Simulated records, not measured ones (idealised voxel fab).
process module | voxel transistor to metal
cross-section cut | 165 nm wide | cells 5 nm
A cross-section is a grid of square cells, given in bands from the top down. A band is one or more rows of cells.
Each band's line starts with the height of the band's top and of its bottom, in nm. Then come its materials from left to right, each with its width in nm. One material with "throughout" fills the band from edge to edge. "air" is empty space.
Height 0 is the level under which the wafer as received is all one material. The lowest band goes on downwards, as in "0 down".
A width such as "30 to 40" changes by the same amount from each row of cells to the next, from the band's top row to its bottom row.
"no change" after a step means that no cell of the cross-section changed.
closed voids: empty space of 8 cells or more with no open way to the top, each as width x height at its distance from the left edge, in nm
after a step's settings: what the simulator itself notes on the step
overlay nm, on a step with a mask: how far to the right of its planned place the mask lay; to the left if negative
Each pair below shows a cross-section before one step and the cross-section after it, down to the lowest band that changed. The line under each pair gives the step between them, with its settings. The pairs can come from different runs of this module on the same starting wafer, so a pair continues from the pair above only where its "before" says so.
before
  30 to 15: air 30 | aC 105 | air 30
  15 to 5: air 30 | SiN 105 | air 30
  5 to 0: air 30 | SiO2 105 | air 30
  0 to -35: air 30 | Si 105 | air 30
  -35 down: Si throughout
  closed voids: none
after
  30 to 15: air 30 | aC 105 | air 30
  15 to 5: air 30 | SiN 105 | air 30
  5 to 0: air 30 | SiO2 105 | air 30
  0 to -70: air 30 | Si 105 | air 30
  below -70: unchanged
  closed voids: none
the step between: op DIRECTIONAL_ETCH | etch materials Si | depth nm 35
before: the cross-section after the pair above
after
  15 to 5: air 30 | SiN 105 | air 30
  below 5: unchanged
  closed voids: none
the step between: op STRIP | etch materials aC
before: the cross-section after the pair above
after
  25 to 15: SiO2 throughout
  15 to 5: SiO2 30 | SiN 105 | SiO2 30
  5 to 0: SiO2 throughout
  0 to -70: SiO2 30 | Si 105 | SiO2 30
  below -70: unchanged
  closed voids: none
the step between: op FILL_DEP | material SiO2 | thk nm 10
before: the cross-section after the pair above
after
  15 to 5: SiO2 30 | SiN 105 | SiO2 30
  below 5: unchanged
  closed voids: none
the step between: op CMP | height nm 15
before: the cross-section after the pair above
after
  15 to 10: air 30 | SiN 105 | air 30
  below 10: unchanged
  closed voids: none
the step between: op SELECTIVE_ETCH | etch materials SiO2 | depth nm 5
before: the cross-section after the pair above
after
  10 to 5: SiO2 30 | air 105 | SiO2 30
  below 5: unchanged
  closed voids: none
the step between: op STRIP | etch materials SiN
before: the cross-section after the pair above
after
  5 to 0: SiO2 25 | air 115 | SiO2 25
  below 0: unchanged
  closed voids: none
the step between: op SELECTIVE_ETCH | etch materials SiO2 | depth nm 5
before: the cross-section after the pair above
after
  5 to 0: SiO2 25 | air 115 | SiO2 25
  0 to -5: SiO2 throughout
  below -5: unchanged
  closed voids: none
the step between: op OXIDIZE | depth nm 5
before: the cross-section after the pair above
after
  35 to 30: polySi 25 | air 115 | polySi 25
  30 to 5: polySi throughout
  5 to 0: SiO2 25 | polySi 115 | SiO2 25
  below 0: unchanged
  closed voids: none
the step between: op DIRECTIONAL_DEP | material polySi | thk nm 30
before: the cross-section after the pair above
after
  45 to 40: SiCN 25 | air 115 | SiCN 25
  40 to 35: SiCN throughout
  35 to 30: polySi 25 | SiCN 115 | polySi 25
  below 30: unchanged
  closed voids: none
the step between: op DIRECTIONAL_DEP | material SiCN | thk nm 10
before: the cross-section after the pair above
after
  65 to 45: air 70 | resist 25 | air 70
  45 to 40: SiCN 25 | air 45 | resist 25 | air 45 | SiCN 25
  below 40: unchanged
  closed voids: none
the step between: op PATTERN | tone cover | mask id GATE | material resist | width nm 25 | thk nm 20 | overlay nm 0
before: the cross-section after the pair above
after
  65 to 40: air 70 | resist 25 | air 70
  40 to 35: air 70 | SiCN 25 | air 70
  35 to 30: polySi 25 | air 45 | SiCN 25 | air 45 | polySi 25
  below 30: unchanged
  closed voids: none
the step between: op DIRECTIONAL_ETCH | etch materials SiCN | depth nm 20
before: the cross-section after the pair above
after
  65 to 40: air 70 | resist 25 | air 70
  40 to 30: air 70 | SiCN 25 | air 70
  30 to 5: air 70 | polySi 25 | air 70
  5 to 0: SiO2 25 | air 45 | polySi 25 | air 45 | SiO2 25
  below 0: unchanged
  closed voids: none
the step between: op DIRECTIONAL_ETCH | etch materials polySi | depth nm 40
before: the cross-section after the pair above
after
  40 to 30: air 70 | SiCN 25 | air 70
  below 30: unchanged
  closed voids: none
the step between: op STRIP | etch materials resist
before: the cross-section after the pair above
after
  50 to 40: air 60 | SiN 45 | air 60
  40 to 30: air 60 | SiN 10 | SiCN 25 | SiN 10 | air 60
  30 to 15: air 60 | SiN 10 | polySi 25 | SiN 10 | air 60
  15 to 10: SiN 35 | air 25 | SiN 10 | polySi 25 | SiN 10 | air 25 | SiN 35
  10 to 5: SiN 70 | polySi 25 | SiN 70
  5 to 0: SiO2 25 | SiN 45 | polySi 25 | SiN 45 | SiO2 25
  below 0: unchanged
  closed voids: none
the step between: op CONFORMAL_DEP | material SiN | thk nm 10
before: the cross-section after the pair above
after
  40 to 30: air 60 | SiN 10 | SiCN 25 | SiN 10 | air 60
  30 to 5: air 60 | SiN 10 | polySi 25 | SiN 10 | air 60
  5 to 0: SiO2 25 | SiN 10 | air 25 | SiN 10 | polySi 25 | SiN 10 | air 25 | SiN 10 | SiO2 25
  below 0: unchanged
  closed voids: none
the step between: op DIRECTIONAL_ETCH | etch materials SiN | depth nm 10
before: the cross-section after the pair above
after
  40 to 30: air 60 | SiN 10 | SiCN 25 | SiN 10 | air 60
  30 to 5: air 60 | SiN 10 | polySi 25 | SiN 10 | air 60
  5 to 0: air 25 | SiN 10 | air 25 | SiN 10 | polySi 25 | SiN 10 | air 25 | SiN 10 | air 25
  0 to -5: SiO2 35 | air 25 | SiO2 45 | air 25 | SiO2 35
  below -5: unchanged
  closed voids: none
the step between: op DIRECTIONAL_ETCH | etch materials SiO2 | depth nm 5
before: the cross-section after the pair above
after
  40 to 30: air 60 | SiN 10 | SiCN 25 | SiN 10 | air 60
  30 to 5: air 60 | SiN 10 | polySi 25 | SiN 10 | air 60
  5 to 0: air 25 | SiN 10 | air 25 | SiN 10 | polySi 25 | SiN 10 | air 25 | SiN 10 | air 25
  0 to -5: SiO2 35 | air 25 | SiO2 45 | air 25 | SiO2 35
  -5 to -10: SiO2 30 | Si 5 | air 25 | Si 45 | air 25 | Si 5 | SiO2 30
  below -10: unchanged
  closed voids: none
the step between: op DIRECTIONAL_ETCH | etch materials Si | depth nm 5
before: the cross-section after the pair above
after
  40 to 30: air 60 | SiN 10 | SiCN 25 | SiN 10 | air 60
  30 to 5: air 60 | SiN 10 | polySi 25 | SiN 10 | air 60
  5 to 0: air 25 | SiN 10 | air 25 | SiN 10 | polySi 25 | SiN 10 | air 25 | SiN 10 | air 25
  0 to -5: SiO2 35 | pSi 5 | air 15 | pSi 5 | SiO2 45 | pSi 5 | air 15 | pSi 5 | SiO2 35
  -5 to -10: SiO2 30 | Si 5 | pSi 25 | Si 45 | pSi 25 | Si 5 | SiO2 30
  below -10: unchanged
  closed voids: none
the step between: op EPI | material pSi | thk nm 5
before: the cross-section after the pair above
after
  50 to 40: SiO2 throughout
  40 to 30: SiO2 60 | SiN 10 | SiCN 25 | SiN 10 | SiO2 60
  30 to 5: SiO2 60 | SiN 10 | polySi 25 | SiN 10 | SiO2 60
  5 to 0: SiO2 25 | SiN 10 | SiO2 25 | SiN 10 | polySi 25 | SiN 10 | SiO2 25 | SiN 10 | SiO2 25
  0 to -5: SiO2 35 | pSi 5 | SiO2 15 | pSi 5 | SiO2 45 | pSi 5 | SiO2 15 | pSi 5 | SiO2 35
  below -5: unchanged
  closed voids: none
the step between: op FILL_DEP | material SiO2 | thk nm 10
before: the cross-section after the pair above
after
  40 to 30: SiO2 60 | SiN 10 | SiCN 25 | SiN 10 | SiO2 60
  below 30: unchanged
  closed voids: none
the step between: op CMP | height nm 40
before: the cross-section after the pair above
after
  55 to 40: SiO2 throughout
  below 40: unchanged
  closed voids: none
the step between: op DIRECTIONAL_DEP | material SiO2 | thk nm 15
before: the cross-section after the pair above
after
  75 to 55: resist 35 | air 30 | resist 35 | air 30 | resist 35
  below 55: unchanged
  closed voids: none
the step between: op PATTERN | tone open | mask id CONTACT | material resist | width nm 30 | pitch nm 65 | thk nm 20 | overlay nm 0
before: the cross-section after the pair above
after
  75 to 55: resist 35 | air 30 | resist 35 | air 30 | resist 35
  55 to 40: SiO2 35 | air 30 | SiO2 35 | air 30 | SiO2 35
  40 to 30: SiO2 35 | air 25 | SiN 10 | SiCN 25 | SiN 10 | air 25 | SiO2 35
  30 to 5: SiO2 35 | air 25 | SiN 10 | polySi 25 | SiN 10 | air 25 | SiO2 35
  5 to 0: SiO2 25 | SiN 10 | air 25 | SiN 10 | polySi 25 | SiN 10 | air 25 | SiN 10 | SiO2 25
  0 to -5: SiO2 35 | pSi 5 | air 15 | pSi 5 | SiO2 45 | pSi 5 | air 15 | pSi 5 | SiO2 35
  below -5: unchanged
  closed voids: none
the step between: op DIRECTIONAL_ETCH | etch materials SiO2 | depth nm 60
before: the cross-section after the pair above
after
  55 to 40: SiO2 35 | air 30 | SiO2 35 | air 30 | SiO2 35
  below 40: unchanged
  closed voids: none
the step between: op STRIP | etch materials resist
before: the cross-section after the pair above
after
  60 to 55: TiN 40 | air 20 | TiN 45 | air 20 | TiN 40
  55 to 45: SiO2 35 | TiN 5 | air 20 | TiN 5 | SiO2 35 | TiN 5 | air 20 | TiN 5 | SiO2 35
  45 to 40: SiO2 35 | TiN 5 | air 15 | TiN 10 | SiO2 35 | TiN 10 | air 15 | TiN 5 | SiO2 35
  40 to 30: SiO2 35 | TiN 5 | air 15 | TiN 5 | SiN 10 | SiCN 25 | SiN 10 | TiN 5 | air 15 | TiN 5 | SiO2 35
  30 to 5: SiO2 35 | TiN 5 | air 15 | TiN 5 | SiN 10 | polySi 25 | SiN 10 | TiN 5 | air 15 | TiN 5 | SiO2 35
  5 to 0: SiO2 25 | SiN 10 | TiN 10 | air 5 | TiN 10 | SiN 10 | polySi 25 | SiN 10 | TiN 10 | air 5 | TiN 10 | SiN 10 | SiO2 25
  0 to -5: SiO2 35 | pSi 5 | TiN 15 | pSi 5 | SiO2 45 | pSi 5 | TiN 15 | pSi 5 | SiO2 35
  below -5: unchanged
  closed voids: none
the step between: op CONFORMAL_DEP | material TiN | thk nm 5
before: the cross-section after the pair above
after
  65 to 60: Ru throughout
  60 to 55: TiN 40 | Ru 20 | TiN 45 | Ru 20 | TiN 40
  55 to 45: SiO2 35 | TiN 5 | Ru 20 | TiN 5 | SiO2 35 | TiN 5 | Ru 20 | TiN 5 | SiO2 35
  45 to 40: SiO2 35 | TiN 5 | Ru 15 | TiN 10 | SiO2 35 | TiN 10 | Ru 15 | TiN 5 | SiO2 35
  40 to 30: SiO2 35 | TiN 5 | Ru 15 | TiN 5 | SiN 10 | SiCN 25 | SiN 10 | TiN 5 | Ru 15 | TiN 5 | SiO2 35
  30 to 5: SiO2 35 | TiN 5 | Ru 15 | TiN 5 | SiN 10 | polySi 25 | SiN 10 | TiN 5 | Ru 15 | TiN 5 | SiO2 35
  5 to 0: SiO2 25 | SiN 10 | TiN 10 | Ru 5 | TiN 10 | SiN 10 | polySi 25 | SiN 10 | TiN 10 | Ru 5 | TiN 10 | SiN 10 | SiO2 25
  below 0: unchanged
  closed voids: none
the step between: op FILL_DEP | material Ru | thk nm 5
before: the cross-section after the pair above
after
  55 to 45: SiO2 35 | TiN 5 | Ru 20 | TiN 5 | SiO2 35 | TiN 5 | Ru 20 | TiN 5 | SiO2 35
  below 45: unchanged
  closed voids: none
the step between: op CMP | height nm 55
before: the cross-section after the pair above
after
  60 to 55: TiN throughout
  below 55: unchanged
  closed voids: none
the step between: op DIRECTIONAL_DEP | material TiN | thk nm 5
before: the cross-section after the pair above
after
  80 to 60: Ru throughout
  below 60: unchanged
  closed voids: none
the step between: op DIRECTIONAL_DEP | material Ru | thk nm 20
before: the cross-section after the pair above
after
  100 to 80: air 35 | resist 15 | air 65 | resist 15 | air 35
  below 80: unchanged
  closed voids: none
the step between: op PATTERN | tone cover | mask id METAL_1 | material resist | width nm 15 | pitch nm 80 | thk nm 20 | overlay nm 0
before: the cross-section after the pair above
after
  100 to 80: air 35 | resist 15 | air 65 | resist 15 | air 35
  80 to 60: air 35 | Ru 15 | air 65 | Ru 15 | air 35
  below 60: unchanged
  closed voids: none
the step between: op DIRECTIONAL_ETCH | etch materials Ru | depth nm 20
before: the cross-section after the pair above
after
  100 to 80: air 35 | resist 15 | air 65 | resist 15 | air 35
  80 to 60: air 35 | Ru 15 | air 65 | Ru 15 | air 35
  60 to 55: air 35 | TiN 15 | air 65 | TiN 15 | air 35
  below 55: unchanged
  closed voids: none
the step between: op DIRECTIONAL_ETCH | etch materials TiN | depth nm 5
before: the cross-section after the pair above
after
  80 to 60: air 35 | Ru 15 | air 65 | Ru 15 | air 35
  below 60: unchanged
  closed voids: none
the step between: op STRIP | etch materials resist
before: the cross-section after the pair above
after
  85 to 80: air 30 | SiN 25 | air 55 | SiN 25 | air 30
  80 to 60: air 30 | SiN 5 | Ru 15 | SiN 5 | air 55 | SiN 5 | Ru 15 | SiN 5 | air 30
  60 to 55: SiN 35 | TiN 15 | SiN 65 | TiN 15 | SiN 35
  below 55: unchanged
  closed voids: none
the step between: op CONFORMAL_DEP | material SiN | thk nm 5
before: the cross-section after the pair above
after
  95 to 85: lowk throughout
  85 to 80: lowk 30 | SiN 25 | lowk 55 | SiN 25 | lowk 30
  80 to 60: lowk 30 | SiN 5 | Ru 15 | SiN 5 | lowk 55 | SiN 5 | Ru 15 | SiN 5 | lowk 30
  below 60: unchanged
  closed voids: none
the step between: op FILL_DEP | material lowk | thk nm 10
before: the cross-section after the pair above
after
  80 to 60: lowk 30 | SiN 5 | Ru 15 | SiN 5 | lowk 55 | SiN 5 | Ru 15 | SiN 5 | lowk 30
  below 60: unchanged
  closed voids: none
the step between: op CMP | height nm 80
before: the cross-section after the pair above
after
  85 to 80: SiN throughout
  below 80: unchanged
  closed voids: none
the step between: op CONFORMAL_DEP | material SiN | thk nm 5
before
  55 to 45: SiO2 35 | TiN 5 | Ru 20 | TiN 5 | SiO2 35 | TiN 5 | Ru 20 | TiN 5 | SiO2 35
  45 to 40: SiO2 35 | TiN 5 | Ru 15 | TiN 10 | SiO2 35 | TiN 10 | Ru 15 | TiN 5 | SiO2 35
  40 to 30: SiO2 35 | TiN 5 | Ru 15 | TiN 5 | SiN 10 | SiCN 25 | SiN 10 | TiN 5 | Ru 15 | TiN 5 | SiO2 35
  30 to 5: SiO2 35 | TiN 5 | Ru 15 | TiN 5 | SiN 10 | polySi 25 | SiN 10 | TiN 5 | Ru 15 | TiN 5 | SiO2 35
  5 to 0: SiO2 25 | SiN 10 | TiN 10 | Ru 5 | TiN 10 | SiN 10 | polySi 25 | SiN 10 | TiN 10 | Ru 5 | TiN 10 | SiN 10 | SiO2 25
  0 to -5: SiO2 35 | pSi 5 | TiN 15 | pSi 5 | SiO2 45 | pSi 5 | TiN 15 | pSi 5 | SiO2 35
  -5 to -10: SiO2 30 | Si 5 | pSi 25 | Si 45 | pSi 25 | Si 5 | SiO2 30
  -10 to -35: SiO2 30 | Si 105 | SiO2 30
  -35 down: Si throughout
  closed voids: none
after
  75 to 55: Ru throughout
  below 55: unchanged
  closed voids: none
the step between: op DIRECTIONAL_DEP | material Ru | thk nm 20
before: the cross-section after the pair above
after
  80 to 75: TiN throughout
  below 75: unchanged
  closed voids: none
the step between: op DIRECTIONAL_DEP | material TiN | thk nm 5
before: the cross-section after the pair above
after
  100 to 80: air 35 | resist 15 | air 65 | resist 15 | air 35
  below 80: unchanged
  closed voids: none
the step between: op PATTERN | tone cover | mask id METAL_1 | material resist | width nm 15 | pitch nm 80 | thk nm 20 | overlay nm 0
before: the cross-section after the pair above
after
  100 to 80: air 35 | resist 15 | air 65 | resist 15 | air 35
  80 to 75: air 35 | TiN 15 | air 65 | TiN 15 | air 35
  below 75: unchanged
  closed voids: none
the step between: op DIRECTIONAL_ETCH | etch materials TiN | depth nm 5
before: the cross-section after the pair above
after
  80 to 75: air 35 | TiN 15 | air 65 | TiN 15 | air 35
  below 75: unchanged
  closed voids: none
the step between: op STRIP | etch materials resist
before: the cross-section after the pair above
after
  85 to 80: air 30 | SiN 25 | air 55 | SiN 25 | air 30
  80 to 75: SiN 35 | TiN 15 | SiN 65 | TiN 15 | SiN 35
  below 75: unchanged
  closed voids: none
the step between: op CONFORMAL_DEP | material SiN | thk nm 5
before: the cross-section after the pair above
after
  95 to 85: lowk throughout
  85 to 80: lowk 30 | SiN 25 | lowk 55 | SiN 25 | lowk 30
  below 80: unchanged
  closed voids: none
the step between: op FILL_DEP | material lowk | thk nm 10
before: the cross-section after the pair above
after
  80 to 75: SiN 35 | TiN 15 | SiN 65 | TiN 15 | SiN 35
  below 75: unchanged
  closed voids: none
the step between: op CMP | height nm 80
before: the cross-section after the pair above
after
  85 to 80: SiN throughout
  below 80: unchanged
  closed voids: none
the step between: op CONFORMAL_DEP | material SiN | thk nm 5
before
  65 to 60: Ru throughout
  60 to 55: TiN 40 | Ru 20 | TiN 45 | Ru 20 | TiN 40
  55 to 45: SiO2 35 | TiN 5 | Ru 20 | TiN 5 | SiO2 35 | TiN 5 | Ru 20 | TiN 5 | SiO2 35
  45 to 40: SiO2 35 | TiN 5 | Ru 15 | TiN 10 | SiO2 35 | TiN 10 | Ru 15 | TiN 5 | SiO2 35
  40 to 30: SiO2 35 | TiN 5 | Ru 15 | TiN 5 | SiN 10 | SiCN 25 | SiN 10 | TiN 5 | Ru 15 | TiN 5 | SiO2 35
  30 to 5: SiO2 35 | TiN 5 | Ru 15 | TiN 5 | SiN 10 | polySi 25 | SiN 10 | TiN 5 | Ru 15 | TiN 5 | SiO2 35
  5 to 0: SiO2 25 | SiN 10 | TiN 10 | Ru 5 | TiN 10 | SiN 10 | polySi 25 | SiN 10 | TiN 10 | Ru 5 | TiN 10 | SiN 10 | SiO2 25
  0 to -5: SiO2 35 | pSi 5 | TiN 15 | pSi 5 | SiO2 45 | pSi 5 | TiN 15 | pSi 5 | SiO2 35
  -5 to -10: SiO2 30 | Si 5 | pSi 25 | Si 45 | pSi 25 | Si 5 | SiO2 30
  -10 to -35: SiO2 30 | Si 105 | SiO2 30
  -35 down: Si throughout
  closed voids: none
after
  50 to 40: SiO2 35 | TiN 5 | Ru 20 to 15 | TiN 5 to 10 | SiO2 35 | TiN 5 to 10 | Ru 20 to 15 | TiN 5 | SiO2 35
  below 40: unchanged
  closed voids: none
the step between: op CMP | height nm 50
before: the cross-section after the pair above
after
  55 to 50: TiN throughout
  below 50: unchanged
  closed voids: none
the step between: op DIRECTIONAL_DEP | material TiN | thk nm 5
before: the cross-section after the pair above
after
  75 to 55: Ru throughout
  below 55: unchanged
  closed voids: none
the step between: op DIRECTIONAL_DEP | material Ru | thk nm 20
before: the cross-section after the pair above
after
  95 to 75: air 35 | resist 15 | air 65 | resist 15 | air 35
  below 75: unchanged
  closed voids: none
the step between: op PATTERN | tone cover | mask id METAL_1 | material resist | width nm 15 | pitch nm 80 | thk nm 20 | overlay nm 0
before: the cross-section after the pair above
after
  95 to 75: air 35 | resist 15 | air 65 | resist 15 | air 35
  75 to 55: air 35 | Ru 15 | air 65 | Ru 15 | air 35
  below 55: unchanged
  closed voids: none
the step between: op DIRECTIONAL_ETCH | etch materials Ru | depth nm 20
before: the cross-section after the pair above
after
  95 to 75: air 35 | resist 15 | air 65 | resist 15 | air 35
  75 to 55: air 35 | Ru 15 | air 65 | Ru 15 | air 35
  55 to 50: air 35 | TiN 15 | air 65 | TiN 15 | air 35
  below 50: unchanged
  closed voids: none
the step between: op DIRECTIONAL_ETCH | etch materials TiN | depth nm 5
before: the cross-section after the pair above
after
  75 to 55: air 35 | Ru 15 | air 65 | Ru 15 | air 35
  below 55: unchanged
  closed voids: none
the step between: op STRIP | etch materials resist
before: the cross-section after the pair above
after
  80 to 75: air 30 | SiN 25 | air 55 | SiN 25 | air 30
  75 to 55: air 30 | SiN 5 | Ru 15 | SiN 5 | air 55 | SiN 5 | Ru 15 | SiN 5 | air 30
  55 to 50: SiN 35 | TiN 15 | SiN 65 | TiN 15 | SiN 35
  below 50: unchanged
  closed voids: none
the step between: op CONFORMAL_DEP | material SiN | thk nm 5
before: the cross-section after the pair above
after
  90 to 80: lowk throughout
  80 to 75: lowk 30 | SiN 25 | lowk 55 | SiN 25 | lowk 30
  75 to 55: lowk 30 | SiN 5 | Ru 15 | SiN 5 | lowk 55 | SiN 5 | Ru 15 | SiN 5 | lowk 30
  below 55: unchanged
  closed voids: none
the step between: op FILL_DEP | material lowk | thk nm 10
before: the cross-section after the pair above
after
  80 to 75: lowk 30 | SiN 25 | lowk 55 | SiN 25 | lowk 30
  below 75: unchanged
  closed voids: none
the step between: op CMP | height nm 80
before: the cross-section after the pair above
after
  85 to 80: SiN throughout
  below 80: unchanged
  closed voids: none
the step between: op CONFORMAL_DEP | material SiN | thk nm 5
before
  55 to 40: SiO2 throughout
  40 to 30: SiO2 60 | SiN 10 | SiCN 25 | SiN 10 | SiO2 60
  30 to 5: SiO2 60 | SiN 10 | polySi 25 | SiN 10 | SiO2 60
  5 to 0: SiO2 25 | SiN 10 | SiO2 25 | SiN 10 | polySi 25 | SiN 10 | SiO2 25 | SiN 10 | SiO2 25
  0 to -5: SiO2 35 | pSi 5 | SiO2 15 | pSi 5 | SiO2 45 | pSi 5 | SiO2 15 | pSi 5 | SiO2 35
  -5 to -10: SiO2 30 | Si 5 | pSi 25 | Si 45 | pSi 25 | Si 5 | SiO2 30
  -10 to -35: SiO2 30 | Si 105 | SiO2 30
  -35 down: Si throughout
  closed voids: none
after
  75 to 55: resist 35 | air 35 | resist 30 | air 35 | resist 30
  below 55: unchanged
  closed voids: none
the step between: op PATTERN | tone open | mask id CONTACT | material resist | width nm 35 | pitch nm 65 | thk nm 20 | overlay nm 0
before: the cross-section after the pair above
after
  75 to 55: resist 35 | air 35 | resist 30 | air 35 | resist 30
  55 to 40: SiO2 35 | air 35 | SiO2 30 | air 35 | SiO2 30
  40 to 30: SiO2 35 | air 25 | SiN 10 | SiCN 25 | SiN 10 | air 30 | SiO2 30
  30 to 5: SiO2 35 | air 25 | SiN 10 | polySi 25 | SiN 10 | air 30 | SiO2 30
  5 to 0: SiO2 25 | SiN 10 | air 25 | SiN 10 | polySi 25 | SiN 10 | air 25 | SiN 10 | SiO2 25
  0 to -5: SiO2 35 | pSi 5 | air 15 | pSi 5 | SiO2 45 | pSi 5 | air 15 | pSi 5 | SiO2 35
  below -5: unchanged
  closed voids: none
the step between: op DIRECTIONAL_ETCH | etch materials SiO2 | depth nm 60
before: the cross-section after the pair above
after
  55 to 40: SiO2 35 | air 35 | SiO2 30 | air 35 | SiO2 30
  below 40: unchanged
  closed voids: none
the step between: op STRIP | etch materials resist
before: the cross-section after the pair above
after
  60 to 55: TiN 40 | air 25 | TiN 40 | air 25 | TiN 35
  55 to 45: SiO2 35 | TiN 5 | air 25 | TiN 5 | SiO2 30 | TiN 5 | air 25 | TiN 5 | SiO2 30
  45 to 40: SiO2 35 | TiN 5 | air 15 | TiN 15 | SiO2 30 | TiN 10 | air 20 | TiN 5 | SiO2 30
  40 to 30: SiO2 35 | TiN 5 | air 15 | TiN 5 | SiN 10 | SiCN 25 | SiN 10 | TiN 5 | air 20 | TiN 5 | SiO2 30
  30 to 10: SiO2 35 | TiN 5 | air 15 | TiN 5 | SiN 10 | polySi 25 | SiN 10 | TiN 5 | air 20 | TiN 5 | SiO2 30
  10 to 5: SiO2 35 | TiN 5 | air 15 | TiN 5 | SiN 10 | polySi 25 | SiN 10 | TiN 5 | air 15 | TiN 10 | SiO2 30
  5 to 0: SiO2 25 | SiN 10 | TiN 10 | air 5 | TiN 10 | SiN 10 | polySi 25 | SiN 10 | TiN 10 | air 5 | TiN 10 | SiN 10 | SiO2 25
  0 to -5: SiO2 35 | pSi 5 | TiN 15 | pSi 5 | SiO2 45 | pSi 5 | TiN 15 | pSi 5 | SiO2 35
  below -5: unchanged
  closed voids: none
the step between: op CONFORMAL_DEP | material TiN | thk nm 5
before: the cross-section after the pair above
after
  65 to 60: Ru throughout
  60 to 55: TiN 40 | Ru 25 | TiN 40 | Ru 25 | TiN 35
  55 to 45: SiO2 35 | TiN 5 | Ru 25 | TiN 5 | SiO2 30 | TiN 5 | Ru 25 | TiN 5 | SiO2 30
  45 to 40: SiO2 35 | TiN 5 | Ru 15 | TiN 15 | SiO2 30 | TiN 10 | Ru 20 | TiN 5 | SiO2 30
  40 to 30: SiO2 35 | TiN 5 | Ru 15 | TiN 5 | SiN 10 | SiCN 25 | SiN 10 | TiN 5 | Ru 20 | TiN 5 | SiO2 30
  30 to 10: SiO2 35 | TiN 5 | Ru 15 | TiN 5 | SiN 10 | polySi 25 | SiN 10 | TiN 5 | Ru 20 | TiN 5 | SiO2 30
  10 to 5: SiO2 35 | TiN 5 | Ru 15 | TiN 5 | SiN 10 | polySi 25 | SiN 10 | TiN 5 | Ru 15 | TiN 10 | SiO2 30
  5 to 0: SiO2 25 | SiN 10 | TiN 10 | Ru 5 | TiN 10 | SiN 10 | polySi 25 | SiN 10 | TiN 10 | Ru 5 | TiN 10 | SiN 10 | SiO2 25
  below 0: unchanged
  closed voids: none
the step between: op FILL_DEP | material Ru | thk nm 5
before: the cross-section after the pair above
after
  55 to 45: SiO2 35 | TiN 5 | Ru 25 | TiN 5 | SiO2 30 | TiN 5 | Ru 25 | TiN 5 | SiO2 30
  below 45: unchanged
  closed voids: none
the step between: op CMP | height nm 55
before: the cross-section after the pair above
after
  60 to 55: TiN throughout
  below 55: unchanged
  closed voids: none
the step between: op DIRECTIONAL_DEP | material TiN | thk nm 5
before: the cross-section after the pair above
after
  80 to 60: Ru throughout
  below 60: unchanged
  closed voids: none
the step between: op DIRECTIONAL_DEP | material Ru | thk nm 20
before: the cross-section after the pair above
after
  100 to 80: air 35 | resist 15 | air 65 | resist 15 | air 35
  below 80: unchanged
  closed voids: none
the step between: op PATTERN | tone cover | mask id METAL_1 | material resist | width nm 15 | pitch nm 80 | thk nm 20 | overlay nm 0
before: the cross-section after the pair above
after
  100 to 80: air 35 | resist 15 | air 65 | resist 15 | air 35
  80 to 60: air 35 | Ru 15 | air 65 | Ru 15 | air 35
  below 60: unchanged
  closed voids: none
the step between: op DIRECTIONAL_ETCH | etch materials Ru | depth nm 20
before: the cross-section after the pair above
after
  100 to 80: air 35 | resist 15 | air 65 | resist 15 | air 35
  80 to 60: air 35 | Ru 15 | air 65 | Ru 15 | air 35
  60 to 55: air 35 | TiN 15 | air 65 | TiN 15 | air 35
  below 55: unchanged
  closed voids: none
the step between: op DIRECTIONAL_ETCH | etch materials TiN | depth nm 5
before: the cross-section after the pair above
after
  80 to 60: air 35 | Ru 15 | air 65 | Ru 15 | air 35
  below 60: unchanged
  closed voids: none
the step between: op STRIP | etch materials resist
before: the cross-section after the pair above
after
  85 to 80: air 30 | SiN 25 | air 55 | SiN 25 | air 30
  80 to 60: air 30 | SiN 5 | Ru 15 | SiN 5 | air 55 | SiN 5 | Ru 15 | SiN 5 | air 30
  60 to 55: SiN 35 | TiN 15 | SiN 65 | TiN 15 | SiN 35
  below 55: unchanged
  closed voids: none
the step between: op CONFORMAL_DEP | material SiN | thk nm 5
before: the cross-section after the pair above
after
  95 to 85: lowk throughout
  85 to 80: lowk 30 | SiN 25 | lowk 55 | SiN 25 | lowk 30
  80 to 60: lowk 30 | SiN 5 | Ru 15 | SiN 5 | lowk 55 | SiN 5 | Ru 15 | SiN 5 | lowk 30
  below 60: unchanged
  closed voids: none
the step between: op FILL_DEP | material lowk | thk nm 10
before: the cross-section after the pair above
after
  80 to 60: lowk 30 | SiN 5 | Ru 15 | SiN 5 | lowk 55 | SiN 5 | Ru 15 | SiN 5 | lowk 30
  below 60: unchanged
  closed voids: none
the step between: op CMP | height nm 80
before: the cross-section after the pair above
after
  85 to 80: SiN throughout
  below 80: unchanged
  closed voids: none
the step between: op CONFORMAL_DEP | material SiN | thk nm 5
before
  80 to 60: Ru throughout
  60 to 55: TiN throughout
  55 to 45: SiO2 35 | TiN 5 | Ru 20 | TiN 5 | SiO2 35 | TiN 5 | Ru 20 | TiN 5 | SiO2 35
  45 to 40: SiO2 35 | TiN 5 | Ru 15 | TiN 10 | SiO2 35 | TiN 10 | Ru 15 | TiN 5 | SiO2 35
  40 to 30: SiO2 35 | TiN 5 | Ru 15 | TiN 5 | SiN 10 | SiCN 25 | SiN 10 | TiN 5 | Ru 15 | TiN 5 | SiO2 35
  30 to 5: SiO2 35 | TiN 5 | Ru 15 | TiN 5 | SiN 10 | polySi 25 | SiN 10 | TiN 5 | Ru 15 | TiN 5 | SiO2 35
  5 to 0: SiO2 25 | SiN 10 | TiN 10 | Ru 5 | TiN 10 | SiN 10 | polySi 25 | SiN 10 | TiN 10 | Ru 5 | TiN 10 | SiN 10 | SiO2 25
  0 to -5: SiO2 35 | pSi 5 | TiN 15 | pSi 5 | SiO2 45 | pSi 5 | TiN 15 | pSi 5 | SiO2 35
  -5 to -10: SiO2 30 | Si 5 | pSi 25 | Si 45 | pSi 25 | Si 5 | SiO2 30
  -10 to -35: SiO2 30 | Si 105 | SiO2 30
  -35 down: Si throughout
  closed voids: none
after
  100 to 80: air 45 | resist 15 | air 65 | resist 15 | air 25
  below 80: unchanged
  closed voids: none
the step between: op PATTERN | tone cover | mask id METAL_1 | material resist | width nm 15 | pitch nm 80 | thk nm 20 | overlay nm 10
before: the cross-section after the pair above
after
  100 to 80: air 45 | resist 15 | air 65 | resist 15 | air 25
  80 to 60: air 45 | Ru 15 | air 65 | Ru 15 | air 25
  below 60: unchanged
  closed voids: none
the step between: op DIRECTIONAL_ETCH | etch materials Ru | depth nm 20
before: the cross-section after the pair above
after
  100 to 80: air 45 | resist 15 | air 65 | resist 15 | air 25
  80 to 60: air 45 | Ru 15 | air 65 | Ru 15 | air 25
  60 to 55: air 45 | TiN 15 | air 65 | TiN 15 | air 25
  below 55: unchanged
  closed voids: none
the step between: op DIRECTIONAL_ETCH | etch materials TiN | depth nm 5
before: the cross-section after the pair above
after
  80 to 60: air 45 | Ru 15 | air 65 | Ru 15 | air 25
  below 60: unchanged
  closed voids: none
the step between: op STRIP | etch materials resist
